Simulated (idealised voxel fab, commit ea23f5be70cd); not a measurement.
You're looking at the process module voxel gate over fins.
Section shown: cut. Width: 255 nm. Cell size: 5 nm, square.
Square cells in a grid make up a cross-section in this document, and the grid is given as bands, listed from the top down, each one or more rows of cells.
In this notation a band is specified by the heights of its top and bottom, in that order and in nm, after which its materials appear from left to right, each paired with its width in nm. The word "throughout" attached to a single material means that material fills the band from edge to edge; the word "blank" stands for empty space.
Heights are reckoned from 0. Under this level, the received wafer is all of one material. The bottommost band is open-ended downward, for example "z 0 and below".
Graded width ("30..40"): value in top row of band = first number; value in bottom row = second number; row-to-row change constant.
The cross-section has no changed cell in any step marked "left unchanged".
"Closed void catalog": empty spaces of 8 cells or more with no open way to the top, each given as width x height at distance, distance from the left edge, all in nm.
On each step's line, the part that comes after the settings is the simulator's own comment on the step.
When a step includes a mask, the "overlay nm" setting on its line states how far to the right of its planned place that mask lay, and negative values state how far to the left.
Read each pair as before and after one process step. The after cross-section shows only down to the lowest band that changed. The step between them and its settings are given below the pair. Pairs can come from different runs of this module on the same starting wafer. A pair continues from the pair above only where its "Cross-section, before" entry says so.

Cross-section, before:
z 5 to 0 = blank: 85, HfO2: 15, blank: 20, HfO2: 15, blank: 20, HfO2: 15, blank: 85
z 0 to -5 = blank: 85, HfO2: 5, Si: 5, HfO2: 5, blank: 20, HfO2: 5, Si: 5, HfO2: 5, blank: 20, HfO2: 5, Si: 5, HfO2: 5, blank: 85
z -5 to -10 = HfO2: 90, Si: 5, HfO2: 30, Si: 5, HfO2: 30, Si: 5, HfO2: 90
z -10 to -35 = SiO2: 90, Si: 5, SiO2: 30, Si: 5, SiO2: 30, Si: 5, SiO2: 90
z -35 and below = Si throughout
Closed void catalog: none

Post-Process View:
z 10 to 5 = blank: 80, SiCN: 25, blank: 10, SiCN: 25, blank: 10, SiCN: 25, blank: 80
z 5 to 0 = blank: 80, SiCN: 5, HfO2: 15, SiCN: 5, blank: 10, SiCN: 5, HfO2: 15, SiCN: 5, blank: 10, SiCN: 5, HfO2: 15, SiCN: 5, blank: 80
z 0 to -5 = SiCN: 85, HfO2: 5, Si: 5, HfO2: 5, SiCN: 20, HfO2: 5, Si: 5, HfO2: 5, SiCN: 20, HfO2: 5, Si: 5, HfO2: 5, SiCN: 85
Under the height -5 nothing was changed.
Closed void catalog: none
Between the two cross-sections shown above, the process step is CONFORMAL_DEP [material SiCN] [thk nm 5]

Cross-section, before: The prior state of this step coincides with the post-step cross-section of the pair just above.

Post-Process View:
z 20 to 10 = W throughout
z 10 to 5 = W: 80, SiCN: 25, W: 10, SiCN: 25, W: 10, SiCN: 25, W: 80
z 5 to 0 = W: 80, SiCN: 5, HfO2: 15, SiCN: 5, W: 10, SiCN: 5, HfO2: 15, SiCN: 5, W: 10, SiCN: 5, HfO2: 15, SiCN: 5, W: 80
Under the height 0 nothing was changed.
Closed void catalog: none
Between the two cross-sections shown above, the process step is FILL_DEP [material W] [thk nm 10]

Cross-section, before: The prior state of this step coincides with the post-step cross-section of the pair just above.

Post-Process View:
z 15 to 10 = W throughout
Under the height 10 nothing was changed.
Closed void catalog: none
Between the two cross-sections shown above, the process step is CMP [height nm 15]

Cross-section, before: The prior state of this step coincides with the post-step cross-section of the pair just above.

Post-Process View:
z 20 to 15 = SiCN throughout
Under the height 15 nothing was changed.
Closed void catalog: none
Between the two cross-sections shown above, the process step is CONFORMAL_DEP [material SiCN] [thk nm 5]

Cross-section, before:
z 10 to 0 = SiN throughout
z 0 and below = Si throughout
Closed void catalog: none

Post-Process View:
z 25 to 10 = resist: 85, blank: 15, resist: 20, blank: 15, resist: 20, blank: 15, resist: 85
Under the height 10 nothing was changed.
Closed void catalog: none
Between the two cross-sections shown above, the process step is PATTERN [tone open] [mask id FINS] [material resist] [width nm 15] [pitch nm 35] [thk nm 15] [overlay nm 0]

Cross-section, before: The prior state of this step coincides with the post-step cross-section of the pair just above.

Post-Process View:
z 25 to 10 = resist: 85, blank: 15, resist: 20, blank: 15, resist: 20, blank: 15, resist: 85
z 10 to 0 = SiN: 85, blank: 15, SiN: 20, blank: 15, SiN: 20, blank: 15, SiN: 85
Under the height 0 nothing was changed.
Closed void catalog: none
Between the two cross-sections shown above, the process step is DIRECTIONAL_ETCH [etch materials SiN] [depth nm 10]

Cross-section, before: The prior state of this step coincides with the post-step cross-section of the pair just above.

Post-Process View:
z 25 to 10 = resist: 85, blank: 15, resist: 20, blank: 15, resist: 20, blank: 15, resist: 85
z 10 to 0 = SiN: 85, blank: 15, SiN: 20, blank: 15, SiN: 20, blank: 15, SiN: 85
z 0 to -30 = Si: 85, blank: 15, Si: 20, blank: 15, Si: 20, blank: 15, Si: 85
Under the height -30 nothing was changed.
Closed void catalog: none
Between the two cross-sections shown above, the process step is DIRECTIONAL_ETCH [etch materials Si] [depth nm 30]

Cross-section, before: The prior state of this step coincides with the post-step cross-section of the pair just above.

Post-Process View:
z 10 to 0 = SiN: 85, blank: 15, SiN: 20, blank: 15, SiN: 20, blank: 15, SiN: 85
Under the height 0 nothing was changed.
Closed void catalog: none
Between the two cross-sections shown above, the process step is STRIP [etch materials resist]

Cross-section, before: The prior state of this step coincides with the post-step cross-section of the pair just above.

Post-Process View:
z 10 to 0 = SiN: 85, blank: 15, SiN: 20, blank: 15, SiN: 20, blank: 15, SiN: 85
z 0 to -30 = Si: 80, SiO2: 5, blank: 15, SiO2: 5, Si: 10, SiO2: 5, blank: 15, SiO2: 5, Si: 10, SiO2: 5, blank: 15, SiO2: 5, Si: 80
z -30 to -35 = Si: 80, SiO2: 25, Si: 10, SiO2: 25, Si: 10, SiO2: 25, Si: 80
Under the height -35 nothing was changed.
Closed void catalog: none
Between the two cross-sections shown above, the process step is OXIDIZE [depth nm 5]

Cross-section, before: The prior state of this step coincides with the post-step cross-section of the pair just above.

Post-Process View:
z 20 to 10 = SiO2 throughout
z 10 to 0 = SiN: 85, SiO2: 15, SiN: 20, SiO2: 15, SiN: 20, SiO2: 15, SiN: 85
z 0 to -35 = Si: 80, SiO2: 25, Si: 10, SiO2: 25, Si: 10, SiO2: 25, Si: 80
Under the height -35 nothing was changed.
Closed void catalog: none
Between the two cross-sections shown above, the process step is FILL_DEP [material SiO2] [thk nm 10]

Cross-section, before: The prior state of this step coincides with the post-step cross-section of the pair just above.

Post-Process View:
z 10 to 0 = SiN: 85, SiO2: 15, SiN: 20, SiO2: 15, SiN: 20, SiO2: 15, SiN: 85
Under the height 0 nothing was changed.
Closed void catalog: none
Between the two cross-sections shown above, the process step is CMP [height nm 10]

Cross-section, before: The prior state of this step coincides with the post-step cross-section of the pair just above.

Post-Process View:
z 10 to 0 = SiN: 85, blank: 15, SiN: 20, blank: 15, SiN: 20, blank: 15, SiN: 85
z 0 to -10 = Si: 80, blank: 25, Si: 10, blank: 25, Si: 10, blank: 25, Si: 80
Under the height -10 nothing was changed.
Closed void catalog: none
Between the two cross-sections shown above, the process step is SELECTIVE_ETCH [etch materials SiO2] [depth nm 20]

Cross-section, before: The prior state of this step coincides with the post-step cross-section of the pair just above.

Post-Process View:
z 0 to -10 = Si: 80, blank: 25, Si: 10, blank: 25, Si: 10, blank: 25, Si: 80
Under the height -10 nothing was changed.
Closed void catalog: none
Between the two cross-sections shown above, the process step is STRIP [etch materials SiN]

Cross-section, before: The prior state of this step coincides with the post-step cross-section of the pair just above.

Post-Process View:
z 5 to 0 = HfO2: 85, blank: 15, HfO2: 20, blank: 15, HfO2: 20, blank: 15, HfO2: 85
z 0 to -5 = Si: 80, HfO2: 5, blank: 15, HfO2: 5, Si: 10, HfO2: 5, blank: 15, HfO2: 5, Si: 10, HfO2: 5, blank: 15, HfO2: 5, Si: 80
z -5 to -10 = Si: 80, HfO2: 25, Si: 10, HfO2: 25, Si: 10, HfO2: 25, Si: 80
Under the height -10 nothing was changed.
Closed void catalog: none
Between the two cross-sections shown above, the process step is CONFORMAL_DEP [material HfO2] [thk nm 5]

Cross-section, before: The prior state of this step coincides with the post-step cross-section of the pair just above.

Post-Process View:
z 10 to 5 = TiN: 90, blank: 5, TiN: 30, blank: 5, TiN: 30, blank: 5, TiN: 90
z 5 to 0 = HfO2: 85, TiN: 5, blank: 5, TiN: 5, HfO2: 20, TiN: 5, blank: 5, TiN: 5, HfO2: 20, TiN: 5, blank: 5, TiN: 5, HfO2: 85
z 0 to -5 = Si: 80, HfO2: 5, TiN: 15, HfO2: 5, Si: 10, HfO2: 5, TiN: 15, HfO2: 5, Si: 10, HfO2: 5, TiN: 15, HfO2: 5, Si: 80
Under the height -5 nothing was changed.
Closed void catalog: none
Between the two cross-sections shown above, the process step is CONFORMAL_DEP [material TiN] [thk nm 5]

Cross-section, before: The prior state of this step coincides with the post-step cross-section of the pair just above.

Post-Process View:
z 20 to 10 = W throughout
z 10 to 5 = TiN: 90, W: 5, TiN: 30, W: 5, TiN: 30, W: 5, TiN: 90
z 5 to 0 = HfO2: 85, TiN: 5, W: 5, TiN: 5, HfO2: 20, TiN: 5, W: 5, TiN: 5, HfO2: 20, TiN: 5, W: 5, TiN: 5, HfO2: 85
Under the height 0 nothing was changed.
Closed void catalog: none
Between the two cross-sections shown above, the process step is FILL_DEP [material W] [thk nm 10]

Cross-section, before: The prior state of this step coincides with the post-step cross-section of the pair just above.

Post-Process View:
z 15 to 10 = W throughout
Under the height 10 nothing was changed.
Closed void catalog: none
Between the two cross-sections shown above, the process step is CMP [height nm 15]

Cross-section, before: The prior state of this step coincides with the post-step cross-section of the pair just above.

Post-Process View:
z 20 to 15 = SiCN throughout
Under the height 15 nothing was changed.
Closed void catalog: none
Between the two cross-sections shown above, the process step is CONFORMAL_DEP [material SiCN] [thk nm 5]
